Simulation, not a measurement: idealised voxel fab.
process module | voxel ribs on slabs
cross-section cut | 165 nm wide | cells 5 nm
A cross-section is a grid of square cells, given in bands from the top down. A band is one or more rows of cells.
Each band's line starts with the height of the band's top and of its bottom, in nm. Then come its materials from left to right, each with its width in nm. One material with "throughout" fills the band from edge to edge. "air" is empty space.
Height 0 is the level under which the wafer as received is all one material. The lowest band goes on downwards, as in "0 down".
A width such as "30 to 40" changes by the same amount from each row of cells to the next, from the band's top row to its bottom row.
"no change" after a step means that no cell of the cross-section changed.
closed voids: empty space of 8 cells or more with no open way to the top, each as width x height at its distance from the left edge, in nm
after a step's settings: what the simulator itself notes on the step
overlay nm, on a step with a mask: how far to the right of its planned place the mask lay; to the left if negative
plan
1 op RECEIVE | material Si
2 op DIRECTIONAL_DEP | material SiO2 | thk nm 30
3 op DIRECTIONAL_DEP | material SiN | thk nm 25
4 op MASKED_ETCH | tone cover | mask id RIB | width nm 25 | etch materials SiN | depth nm 15 | overlay nm 0
5 op DIRECTIONAL_DEP | material aC | thk nm 15
6 op PATTERN | tone cover | mask id SLAB | material resist | width nm 55 | thk nm 30 | overlay nm 0
7 op DIRECTIONAL_ETCH | etch materials aC | depth nm 15
8 op STRIP | etch materials resist
9 op DIRECTIONAL_ETCH | etch materials SiN | depth nm 10
10 op STRIP | etch materials aC
11 op FILL_DEP | material SiO2 | thk nm 15
12 op CMP | height nm 65
13 op DIRECTIONAL_DEP | material W | thk nm 5
14 op PATTERN | tone cover | mask id HEATER | material resist | width nm 35 | thk nm 20 | overlay nm 0
15 op DIRECTIONAL_ETCH | etch materials W | depth nm 5
16 op STRIP | etch materials resist
17 op CONFORMAL_DEP | material SiO2 | thk nm 5
first wafer, as planned
as received, after step 1
  0 down: Si throughout
  closed voids: none
after step 2
  30 to 0: SiO2 throughout
  below 0: unchanged
after step 3
  55 to 30: SiN throughout
  below 30: unchanged
after step 4
  55 to 40: air 70 | SiN 25 | air 70
  below 40: unchanged
after step 5
  70 to 55: air 70 | aC 25 | air 70
  55 to 40: aC 70 | SiN 25 | aC 70
  below 40: unchanged
after step 6
  100 to 70: air 55 | resist 55 | air 55
  70 to 55: air 55 | resist 15 | aC 25 | resist 15 | air 55
  below 55: unchanged
after step 7
  85 to 70: air 55 | resist 55 | air 55
  70 to 55: air 55 | resist 15 | aC 25 | resist 15 | air 55
  55 to 40: air 55 | aC 15 | SiN 25 | aC 15 | air 55
  below 40: unchanged
after step 8
  70 to 55: air 70 | aC 25 | air 70
  below 55: unchanged
after step 9
  70 to 55: air 70 | aC 25 | air 70
  55 to 40: air 55 | aC 15 | SiN 25 | aC 15 | air 55
  40 to 30: air 55 | SiN 55 | air 55
  below 30: unchanged
after step 10
  55 to 40: air 70 | SiN 25 | air 70
  below 40: unchanged
after step 11
  70 to 55: SiO2 throughout
  55 to 40: SiO2 70 | SiN 25 | SiO2 70
  40 to 30: SiO2 55 | SiN 55 | SiO2 55
  below 30: unchanged
after step 12
  65 to 55: SiO2 throughout
  below 55: unchanged
after step 13
  70 to 65: W throughout
  below 65: unchanged
after step 14
  90 to 70: air 65 | resist 35 | air 65
  below 70: unchanged
after step 15
  90 to 70: air 65 | resist 35 | air 65
  70 to 65: air 65 | W 35 | air 65
  below 65: unchanged
after step 16
  70 to 65: air 65 | W 35 | air 65
  below 65: unchanged
after step 17
  75 to 70: air 60 | SiO2 45 | air 60
  70 to 65: SiO2 65 | W 35 | SiO2 65
  below 65: unchanged
second wafer: like start, like plan, one mistake. Through step 3 it matches the first wafer
when step 4 should have ended
  55 to 40: air 60 | SiN 25 | air 80
  below 40: unchanged
when step 5 should have ended
  70 to 55: air 60 | aC 25 | air 80
  55 to 40: aC 60 | SiN 25 | aC 80
  below 40: unchanged
when step 6 should have ended
  100 to 70: air 55 | resist 55 | air 55
  70 to 55: air 55 | resist 5 | aC 25 | resist 25 | air 55
  below 55: unchanged
when step 7 should have ended
  85 to 70: air 55 | resist 55 | air 55
  70 to 55: air 55 | resist 5 | aC 25 | resist 25 | air 55
  55 to 40: air 55 | aC 5 | SiN 25 | aC 25 | air 55
  below 40: unchanged
when step 8 should have ended
  70 to 55: air 60 | aC 25 | air 80
  below 55: unchanged
when step 9 should have ended
  70 to 55: air 60 | aC 25 | air 80
  55 to 40: air 55 | aC 5 | SiN 25 | aC 25 | air 55
  40 to 30: air 55 | SiN 55 | air 55
  below 30: unchanged
when step 10 should have ended
  55 to 40: air 60 | SiN 25 | air 80
  below 40: unchanged
when step 11 should have ended
  70 to 55: SiO2 throughout
  55 to 40: SiO2 60 | SiN 25 | SiO2 80
  40 to 30: SiO2 55 | SiN 55 | SiO2 55
  below 30: unchanged
when step 12 should have ended
  65 to 55: SiO2 throughout
  below 55: unchanged
when step 13 should have ended
  70 to 65: W throughout
  below 65: unchanged
when step 14 should have ended
  90 to 70: air 65 | resist 35 | air 65
  below 70: unchanged
when step 15 should have ended
  90 to 70: air 65 | resist 35 | air 65
  70 to 65: air 65 | W 35 | air 65
  below 65: unchanged
when step 16 should have ended
  70 to 65: air 65 | W 35 | air 65
  below 65: unchanged
when step 17 should have ended
  75 to 70: air 60 | SiO2 45 | air 60
  70 to 65: SiO2 65 | W 35 | SiO2 65
  below 65: unchanged
what went wrong: step 4 ran as: op MASKED_ETCH | tone cover | mask id RIB | width nm 25 | etch materials SiN | depth nm 15 | overlay nm -10
at the end the second wafer has, in cells: as many of each material as the first, in other places
